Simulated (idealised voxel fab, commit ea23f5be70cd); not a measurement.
The name of this process module is voxel gate over fins.
Cross-sectional view cut (width: 200 nm; square cell size: 5 nm).
Heads up, the way a cross-section reads in here is a grid of square cells, handed over as bands from the top down, with every band being one or more rows of cells.
Heads up on the band format: heights come first, top then bottom, in nm. After that it's the materials left to right, each with its width in nm. A single material flagged "full width" fills the whole band edge to edge, and "air" means there's empty space there.
The reference from which all heights are counted is 0, the level beneath which the as-received wafer is entirely one material; the lowest band, having no lower bound, proceeds downward and is written after the example "from 0 down".
Read "30 to 40" as a graded width: first number on top, second number at the bottom, same change between each pair of neighbouring rows.
Step note "no alteration" = no cross-section cell changed.
Empty spaces without an open route to the top, at least 8 cells in extent, make up the entry "Voids lacking openings"; each is given as width x height at distance, where the distance is measured from the left edge, and all are in nm.
Anything after a step's settings on that line? It's the simulator's own note about the step.
Among the settings permitted on a step's line is "overlay nm"; applied to a step with a mask, it specifies the extent to which the mask lay to the right of its planned position, whereas a negative figure signifies a position to the left.

# Process steps foreseen in the plan
1,RECEIVE [material Si]
2,CONFORMAL_DEP [material SiN] [thk nm 10]
3,PATTERN [tone cover] [mask id FINS] [material resist] [width nm 15] [pitch nm 35] [thk nm 15] [overlay nm 0]
4,DIRECTIONAL_ETCH [etch materials SiN] [depth nm 10]
5,DIRECTIONAL_ETCH [etch materials Si] [depth nm 40]
6,STRIP [etch materials resist]
7,OXIDIZE [depth nm 5]
8,FILL_DEP [material SiO2] [thk nm 5]
9,CMP [height nm 10]
10,SELECTIVE_ETCH [etch materials SiO2] [depth nm 20]
11,STRIP [etch materials SiN]
12,CONFORMAL_DEP [material HfO2] [thk nm 5]
13,CONFORMAL_DEP [material TiN] [thk nm 5]
14,FILL_DEP [material W] [thk nm 15]
15,CMP [height nm 20]
16,CONFORMAL_DEP [material SiCN] [thk nm 10]

# The first of two wafers, run as planned

# Wafer as received: cross-section following step 1
from 0 down | Si full width
Voids lacking openings: none

# Presented here is a cross-section of the wafer after step 2 has been performed
from 10 to 0 | SiN full width
Below 0, no change.

# Presented here is a cross-section of the wafer after step 3 has been performed
from 25 to 10 | air: 75 / resist: 15 / air: 20 / resist: 15 / air: 75
Below 10, no change.

# Presented here is a cross-section of the wafer after step 4 has been performed
from 25 to 10 | air: 75 / resist: 15 / air: 20 / resist: 15 / air: 75
from 10 to 0 | air: 75 / SiN: 15 / air: 20 / SiN: 15 / air: 75
Below 0, no change.

# Presented here is a cross-section of the wafer after step 5 has been performed
from 25 to 10 | air: 75 / resist: 15 / air: 20 / resist: 15 / air: 75
from 10 to 0 | air: 75 / SiN: 15 / air: 20 / SiN: 15 / air: 75
from 0 to -40 | air: 75 / Si: 15 / air: 20 / Si: 15 / air: 75
Below -40, no change.

# Presented here is a cross-section of the wafer after step 6 has been performed
from 10 to 0 | air: 75 / SiN: 15 / air: 20 / SiN: 15 / air: 75
Below 0, no change.

# Presented here is a cross-section of the wafer after step 7 has been performed
from 10 to 0 | air: 75 / SiN: 15 / air: 20 / SiN: 15 / air: 75
from 0 to -40 | air: 75 / SiO2: 5 / Si: 5 / SiO2: 5 / air: 20 / SiO2: 5 / Si: 5 / SiO2: 5 / air: 75
from -40 to -45 | SiO2: 80 / Si: 5 / SiO2: 30 / Si: 5 / SiO2: 80
Below -45, no change.

# Presented here is a cross-section of the wafer after step 8 has been performed
from 15 to 10 | SiO2 full width
from 10 to 0 | SiO2: 75 / SiN: 15 / SiO2: 20 / SiN: 15 / SiO2: 75
from 0 to -45 | SiO2: 80 / Si: 5 / SiO2: 30 / Si: 5 / SiO2: 80
Below -45, no change.

# Presented here is a cross-section of the wafer after step 9 has been performed
from 10 to 0 | SiO2: 75 / SiN: 15 / SiO2: 20 / SiN: 15 / SiO2: 75
Below 0, no change.

# Presented here is a cross-section of the wafer after step 10 has been performed
from 10 to 0 | air: 75 / SiN: 15 / air: 20 / SiN: 15 / air: 75
from 0 to -10 | air: 80 / Si: 5 / air: 30 / Si: 5 / air: 80
Below -10, no change.

# Presented here is a cross-section of the wafer after step 11 has been performed
from 0 to -10 | air: 80 / Si: 5 / air: 30 / Si: 5 / air: 80
Below -10, no change.

# Presented here is a cross-section of the wafer after step 12 has been performed
from 5 to 0 | air: 75 / HfO2: 15 / air: 20 / HfO2: 15 / air: 75
from 0 to -5 | air: 75 / HfO2: 5 / Si: 5 / HfO2: 5 / air: 20 / HfO2: 5 / Si: 5 / HfO2: 5 / air: 75
from -5 to -10 | HfO2: 80 / Si: 5 / HfO2: 30 / Si: 5 / HfO2: 80
Below -10, no change.

# Presented here is a cross-section of the wafer after step 13 has been performed
from 10 to 5 | air: 70 / TiN: 25 / air: 10 / TiN: 25 / air: 70
from 5 to 0 | air: 70 / TiN: 5 / HfO2: 15 / TiN: 5 / air: 10 / TiN: 5 / HfO2: 15 / TiN: 5 / air: 70
from 0 to -5 | TiN: 75 / HfO2: 5 / Si: 5 / HfO2: 5 / TiN: 20 / HfO2: 5 / Si: 5 / HfO2: 5 / TiN: 75
Below -5, no change.

# Presented here is a cross-section of the wafer after step 14 has been performed
from 25 to 10 | W full width
from 10 to 5 | W: 70 / TiN: 25 / W: 10 / TiN: 25 / W: 70
from 5 to 0 | W: 70 / TiN: 5 / HfO2: 15 / TiN: 5 / W: 10 / TiN: 5 / HfO2: 15 / TiN: 5 / W: 70
Below 0, no change.

# Presented here is a cross-section of the wafer after step 15 has been performed
from 20 to 10 | W full width
Below 10, no change.

# Presented here is a cross-section of the wafer after step 16 has been performed
from 30 to 20 | SiCN full width
Below 20, no change.

# Regarding the second of the two wafers: it shared the first wafer's starting condition and process plan, yet one error occurred during its execution. Its history coincides with that of the first wafer up to and including step 11

# Second wafer shown in cross-section at the time step 12 was slated to end
from 5 to 0 | air: 75 / TiN: 15 / air: 20 / TiN: 15 / air: 75
from 0 to -5 | air: 75 / TiN: 5 / Si: 5 / TiN: 5 / air: 20 / TiN: 5 / Si: 5 / TiN: 5 / air: 75
from -5 to -10 | TiN: 80 / Si: 5 / TiN: 30 / Si: 5 / TiN: 80
Below -10, no change.

# Second wafer shown in cross-section at the time step 13 was slated to end
from 10 to 5 | air: 70 / HfO2: 25 / air: 10 / HfO2: 25 / air: 70
from 5 to 0 | air: 70 / HfO2: 5 / TiN: 15 / HfO2: 5 / air: 10 / HfO2: 5 / TiN: 15 / HfO2: 5 / air: 70
from 0 to -5 | HfO2: 75 / TiN: 5 / Si: 5 / TiN: 5 / HfO2: 20 / TiN: 5 / Si: 5 / TiN: 5 / HfO2: 75
Below -5, no change.

# Second wafer shown in cross-section at the time step 14 was slated to end
from 25 to 10 | W full width
from 10 to 5 | W: 70 / HfO2: 25 / W: 10 / HfO2: 25 / W: 70
from 5 to 0 | W: 70 / HfO2: 5 / TiN: 15 / HfO2: 5 / W: 10 / HfO2: 5 / TiN: 15 / HfO2: 5 / W: 70
Below 0, no change.

# Second wafer shown in cross-section at the time step 15 was slated to end
from 20 to 10 | W full width
Below 10, no change.

# Second wafer shown in cross-section at the time step 16 was slated to end
from 30 to 20 | SiCN full width
Below 20, no change.
Here's what went sideways: steps 12 and 13 of the plan were each performed in the slot designated for the other
At the end, the second wafer has the same number of cells of each material as the first, but those cells sit in other places.
